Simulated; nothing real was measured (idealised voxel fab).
Documented hereafter: the process module known as voxel released beams.
Xsec cut, 175 nm wide, square cell size 5 nm.
Think of the cross-section as a grid of square cells. We describe it in bands, top to bottom, and each band covers one or more rows of those cells.
The band entry comprises the height of the band's top followed by the height of its bottom, expressed in nm, and subsequently the band's materials from left to right, each stated together with its width in nm. Where a single material is marked with the word "throughout", that material fills the band from edge to edge. The word "empty" represents empty space.
All heights in this document are referenced to 0, defined as the level beneath which the wafer, as received, consists entirely of one material. The lowest band is not bounded below; it extends indefinitely downward and is written in the form "top 0, no bottom".
The expression "30..40" gives the width at the extremes of the band, the first number at its top row of cells and the second at its bottom row, with the width changing by equal amounts from each row to the next in between.
The cross-section has no changed cell in any step marked "left unchanged".
"Fully sealed voids": sealed empty spaces, 8 cells or more, no open way to top, listed width x height at distance, with distance from the left edge and width, height and distance in nm.
On each step's line, the part that comes after the settings is the simulator's own comment on the step.
Steps that use a mask can have "overlay nm" on their line. It says how far the mask sat to the right of where it was meant to be. Negative means to the left.

# The steps planned for the process are as follows
1: op RECEIVE | material Si
2: op CONFORMAL_DEP | material SiN | thk nm 5
3: op DIRECTIONAL_DEP | material SiO2 | thk nm 15
4: op PATTERN | tone open | mask id ANCHOR | material resist | width nm 35 | thk nm 15 | overlay nm 0
5: op DIRECTIONAL_ETCH | etch materials SiO2 | depth nm 15
6: op STRIP | etch materials resist
7: op CONFORMAL_DEP | material W | thk nm 15
8: op DIRECTIONAL_DEP | material aC | thk nm 10
9: op PATTERN | tone cover | mask id BEAM | material resist | width nm 120 | thk nm 25 | overlay nm 0
10: op DIRECTIONAL_ETCH | etch materials aC | depth nm 10
11: op STRIP | etch materials resist
12: op DIRECTIONAL_ETCH | etch materials W | depth nm 15
13: op STRIP | etch materials aC
14: op STRIP | etch materials SiO2

# Wafer, first of two, run as planned

# Cross-section of the wafer as it came to us, i.e., already through step 1
  top 0, no bottom: Si throughout
  Fully sealed voids: none

# Once step 2 is through, the wafer looks like this in cross-section
  top 5, bottom 0: SiN throughout
  Below 0, the layers are the same as they were.

# Once step 3 is through, the wafer looks like this in cross-section
  top 20, bottom 5: SiO2 throughout
  Below 5, the layers are the same as they were.

# Once step 4 is through, the wafer looks like this in cross-section
  top 35, bottom 20: 30 nm resist / 35 nm empty / 110 nm resist
  Below 20, the layers are the same as they were.

# Once step 5 is through, the wafer looks like this in cross-section
  top 35, bottom 20: 30 nm resist / 35 nm empty / 110 nm resist
  top 20, bottom 5: 30 nm SiO2 / 35 nm empty / 110 nm SiO2
  Below 5, the layers are the same as they were.

# Once step 6 is through, the wafer looks like this in cross-section
  top 20, bottom 5: 30 nm SiO2 / 35 nm empty / 110 nm SiO2
  Below 5, the layers are the same as they were.

# Once step 7 is through, the wafer looks like this in cross-section
  top 35, bottom 20: 45 nm W / 5 nm empty / 125 nm W
  top 20, bottom 5: 30 nm SiO2 / 35 nm W / 110 nm SiO2
  Below 5, the layers are the same as they were.

# Once step 8 is through, the wafer looks like this in cross-section
  top 45, bottom 35: 45 nm aC / 5 nm empty / 125 nm aC
  top 35, bottom 30: 45 nm W / 5 nm empty / 125 nm W
  top 30, bottom 20: 45 nm W / 5 nm aC / 125 nm W
  Below 20, the layers are the same as they were.

# Once step 9 is through, the wafer looks like this in cross-section
  top 70, bottom 45: 25 nm empty / 120 nm resist / 30 nm empty
  top 45, bottom 35: 45 nm aC / 5 nm resist / 125 nm aC
  top 35, bottom 30: 45 nm W / 5 nm resist / 125 nm W
  Below 30, the layers are the same as they were.

# Once step 10 is through, the wafer looks like this in cross-section
  top 60, bottom 45: 25 nm empty / 120 nm resist / 30 nm empty
  top 45, bottom 35: 25 nm empty / 20 nm aC / 5 nm resist / 95 nm aC / 30 nm empty
  Below 35, the layers are the same as they were.

# Once step 11 is through, the wafer looks like this in cross-section
  top 45, bottom 35: 25 nm empty / 20 nm aC / 5 nm empty / 95 nm aC / 30 nm empty
  top 35, bottom 30: 45 nm W / 5 nm empty / 125 nm W
  Below 30, the layers are the same as they were.

# Once step 12 is through, the wafer looks like this in cross-section
  top 45, bottom 35: 25 nm empty / 20 nm aC / 5 nm empty / 95 nm aC / 30 nm empty
  top 35, bottom 30: 25 nm empty / 20 nm W / 5 nm empty / 95 nm W / 30 nm empty
  top 30, bottom 20: 25 nm empty / 20 nm W / 5 nm aC / 95 nm W / 30 nm empty
  Below 20, the layers are the same as they were.

# Once step 13 is through, the wafer looks like this in cross-section
  top 35, bottom 20: 25 nm empty / 20 nm W / 5 nm empty / 95 nm W / 30 nm empty
  Below 20, the layers are the same as they were.

# Once step 14 is through, the wafer looks like this in cross-section
  top 35, bottom 20: 25 nm empty / 20 nm W / 5 nm empty / 95 nm W / 30 nm empty
  top 20, bottom 5: 30 nm empty / 35 nm W / 110 nm empty
  Below 5, the layers are the same as they were.

# Second wafer, same starting conditions and recipe as the first, one mistake in executing it, nothing differs from the first up to and including step 1

# Planned end of step 2: second wafer, cross-section
  top 15, bottom 0: SiO2 throughout
  Below 0, the layers are the same as they were.

# Planned end of step 3: second wafer, cross-section
  top 20, bottom 15: SiN throughout
  Below 15, the layers are the same as they were.

# Planned end of step 4: second wafer, cross-section
  top 35, bottom 20: 30 nm resist / 35 nm empty / 110 nm resist
  Below 20, the layers are the same as they were.

Planned end of step 5: second wafer, cross-section: left unchanged

# Planned end of step 6: second wafer, cross-section
  top 20, bottom 15: SiN throughout
  Below 15, the layers are the same as they were.

# Planned end of step 7: second wafer, cross-section
  top 35, bottom 20: W throughout
  Below 20, the layers are the same as they were.

# Planned end of step 8: second wafer, cross-section
  top 45, bottom 35: aC throughout
  Below 35, the layers are the same as they were.

# Planned end of step 9: second wafer, cross-section
  top 70, bottom 45: 25 nm empty / 120 nm resist / 30 nm empty
  Below 45, the layers are the same as they were.

# Planned end of step 10: second wafer, cross-section
  top 60, bottom 45: 25 nm empty / 120 nm resist / 30 nm empty
  top 45, bottom 35: 25 nm empty / 120 nm aC / 30 nm empty
  Below 35, the layers are the same as they were.

# Planned end of step 11: second wafer, cross-section
  top 45, bottom 35: 25 nm empty / 120 nm aC / 30 nm empty
  Below 35, the layers are the same as they were.

# Planned end of step 12: second wafer, cross-section
  top 45, bottom 35: 25 nm empty / 120 nm aC / 30 nm empty
  top 35, bottom 20: 25 nm empty / 120 nm W / 30 nm empty
  Below 20, the layers are the same as they were.

# Planned end of step 13: second wafer, cross-section
  top 35, bottom 20: 25 nm empty / 120 nm W / 30 nm empty
  Below 20, the layers are the same as they were.

Planned end of step 14: second wafer, cross-section: left unchanged
What was the processing mistake? the intended sequence of steps 2 and 3 was reversed during processing, with each occupying the position of the other
Wafer comparison, final, in cells, second relative to first, materials more or fewer: 105 more of SiO2; 18 fewer of W
